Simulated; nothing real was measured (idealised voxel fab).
Process module in this document: voxel wiring stack
The width of the displayed cross-section, cut, is 275 nm; its cells are square, with a size of 5 nm.
Format of a cross-section: grid, square cells. Given as bands. Order: top down. Band: one or more rows of cells. Band entry format. Leading values: height of top, height of bottom, nm. Remainder: materials in left-to-right order, each with its width in nm. Special words: "all across" on a single material, which then fills the band edge to edge; "air", empty space. A quick word on heights: they are counted from 0, and under that level the wafer as it came to us is one material throughout. The lowest band is different from the rest in having no bottom; it simply continues downward, written as in "0 -> down". Quick explanation for "30->40": the width changes in equal steps down the rows of cells, from the first number in the band's top row to the second number in its bottom row. "stayed the same", as given for a step, is the statement that not any cell of the cross-section underwent a change during that step. You'll see "Sealed void list" listing empty spaces that have no way open to the top, as long as they're 8 cells or more; the notation is width x height at distance, where the distance is from the left edge, and all of it is in nm. after a step's settings: what the simulator itself notes on the step. The optional step-line setting "overlay nm" applies to steps with a mask and quantifies how far to the right of its planned location the mask lay, a negative value indicating leftward placement.

# Planned process steps
step 1: RECEIVE with material Si
step 2: CONFORMAL_DEP with material SiO2, thk nm 10
step 3: DIRECTIONAL_DEP with material TiN, thk nm 5
step 4: DIRECTIONAL_DEP with material W, thk nm 25
step 5: PATTERN with tone cover, mask id METAL_1, material resist, width nm 20, pitch nm 35, thk nm 15, overlay nm 0
step 6: DIRECTIONAL_ETCH with etch materials W, depth nm 25
step 7: DIRECTIONAL_ETCH with etch materials TiN, depth nm 5
step 8: STRIP with etch materials resist
step 9: FILL_DEP with material lowk, thk nm 5
step 10: CMP with height nm 40
step 11: CONFORMAL_DEP with material SiCN, thk nm 5
step 12: DIRECTIONAL_DEP with material SiO2, thk nm 15
step 13: PATTERN with tone open, mask id PLUG_1, material resist, width nm 15, pitch nm 70, thk nm 20, overlay nm 0
step 14: DIRECTIONAL_ETCH with etch materials SiO2, depth nm 15
step 15: DIRECTIONAL_ETCH with etch materials SiCN, depth nm 5
step 16: STRIP with etch materials resist
step 17: EPI with material Ru, thk nm 10
step 18: EPI with material Ru, thk nm 10
step 19: DIRECTIONAL_DEP with material TiN, thk nm 5
step 20: DIRECTIONAL_DEP with material W, thk nm 25
step 21: DIRECTIONAL_DEP with material aC, thk nm 15
step 22: PATTERN with tone cover, mask id METAL_2, material resist, width nm 20, pitch nm 35, thk nm 30, overlay nm 0
step 23: DIRECTIONAL_ETCH with etch materials aC, depth nm 15
step 24: STRIP with etch materials resist
step 25: DIRECTIONAL_ETCH with etch materials W, depth nm 25
step 26: DIRECTIONAL_ETCH with etch materials TiN, depth nm 5
step 27: STRIP with etch materials aC
step 28: FILL_DEP with material lowk, thk nm 5
step 29: CMP with height nm 90
step 30: CONFORMAL_DEP with material SiCN, thk nm 5
step 31: DIRECTIONAL_DEP with material SiO2, thk nm 10
step 32: DIRECTIONAL_DEP with material aC, thk nm 10
step 33: PATTERN with tone open, mask id PLUG_2, material resist, width nm 15, pitch nm 70, thk nm 25, overlay nm 0
step 34: DIRECTIONAL_ETCH with etch materials aC, depth nm 10
step 35: STRIP with etch materials resist
step 36: DIRECTIONAL_ETCH with etch materials SiO2, depth nm 10
step 37: DIRECTIONAL_ETCH with etch materials SiCN, depth nm 5
step 38: STRIP with etch materials aC
step 39: CONFORMAL_DEP with material TiN, thk nm 5
step 40: FILL_DEP with material Ru, thk nm 5
step 41: CMP with height nm 105
step 42: CONFORMAL_DEP with material SiN, thk nm 5
step 43: DIRECTIONAL_DEP with material SiO2, thk nm 15
step 44: PATTERN with tone open, mask id METAL_3, material resist, width nm 20, pitch nm 35, thk nm 20, overlay nm 0
step 45: DIRECTIONAL_ETCH with etch materials SiO2, depth nm 15
step 46: DIRECTIONAL_ETCH with etch materials SiN, depth nm 5
step 47: STRIP with etch materials resist
step 48: CONFORMAL_DEP with material TiN, thk nm 5
step 49: FILL_DEP with material Cu, thk nm 10
step 50: CMP with height nm 125
step 51: EPI with material Ru, thk nm 5
step 52: FILL_DEP with material SiCN, thk nm 5

# Incoming wafer, cross-sectional view, post step 1
	0 -> down: Si all across
	Sealed void list: none

# First wafer of two, sectioned at end of module; run went per plan
	135 -> 130: SiCN all across
	130 -> 125: SiCN 85; Ru 30; SiCN 5; Ru 30; SiCN 5; Ru 30; SiCN 90
	125 -> 110: SiO2 90; TiN 5; Cu 10; TiN 5; SiO2 15; TiN 5; Cu 10; TiN 5; SiO2 15; TiN 5; Cu 10; TiN 5; SiO2 95
	110 -> 105: SiN 90; TiN 20; SiN 15; TiN 20; SiN 15; TiN 20; SiN 95
	105 -> 95: SiO2 90; TiN 5; Ru 5; TiN 5; SiO2 55; TiN 5; Ru 5; TiN 5; SiO2 100
	95 -> 90: SiCN 90; TiN 15; SiCN 55; TiN 15; SiCN 100
	90 -> 65: lowk 90; W 20; lowk 15; W 20; lowk 15; W 20; lowk 95
	65 -> 60: lowk 90; TiN 20; lowk 15; TiN 20; lowk 15; TiN 20; lowk 95
	60 -> 45: SiO2 90; Ru 15; SiO2 55; Ru 15; SiO2 100
	45 -> 40: SiCN 90; Ru 15; SiCN 55; Ru 15; SiCN 100
	40 -> 15: lowk 90; W 20; lowk 15; W 20; lowk 15; W 20; lowk 95
	15 -> 10: lowk 90; TiN 20; lowk 15; TiN 20; lowk 15; TiN 20; lowk 95
	10 -> 0: SiO2 all across
	0 -> down: Si all across
	Sealed void list: none

# Second wafer cross-section at end of module - shared start and plan with the first, one mistake in the run
	135 -> 130: SiCN all across
	130 -> 125: SiCN 85; Ru 30; SiCN 5; Ru 30; SiCN 5; Ru 30; SiCN 90
	125 -> 110: SiO2 90; TiN 5; Cu 10; TiN 5; SiO2 15; TiN 5; Cu 10; TiN 5; SiO2 15; TiN 5; Cu 10; TiN 5; SiO2 95
	110 -> 105: SiN 90; TiN 20; SiN 15; TiN 20; SiN 15; TiN 20; SiN 95
	105 -> 95: SiO2 90; TiN 5; Ru 10; TiN 5; SiO2 50; TiN 5; Ru 10; TiN 5; SiO2 95
	95 -> 90: SiCN 90; TiN 20; SiCN 50; TiN 20; SiCN 95
	90 -> 65: lowk 90; W 20; lowk 15; W 20; lowk 15; W 20; lowk 95
	65 -> 60: lowk 90; TiN 20; lowk 15; TiN 20; lowk 15; TiN 20; lowk 95
	60 -> 45: SiO2 90; Ru 15; SiO2 55; Ru 15; SiO2 100
	45 -> 40: SiCN 90; Ru 15; SiCN 55; Ru 15; SiCN 100
	40 -> 15: lowk 90; W 20; lowk 15; W 20; lowk 15; W 20; lowk 95
	15 -> 10: lowk 90; TiN 20; lowk 15; TiN 20; lowk 15; TiN 20; lowk 95
	10 -> 0: SiO2 all across
	0 -> down: Si all across
	Sealed void list: none
what went wrong: step 33 did not happen as planned, as run it was PATTERN with tone open, mask id PLUG_2, material resist, width nm 20, pitch nm 70, thk nm 25, overlay nm 0
Per the end-of-run cell counts, the second wafer holds more or fewer of some materials than the first: 4 more of Ru, 2 fewer of SiCN, 4 fewer of SiO2, 2 more of TiN
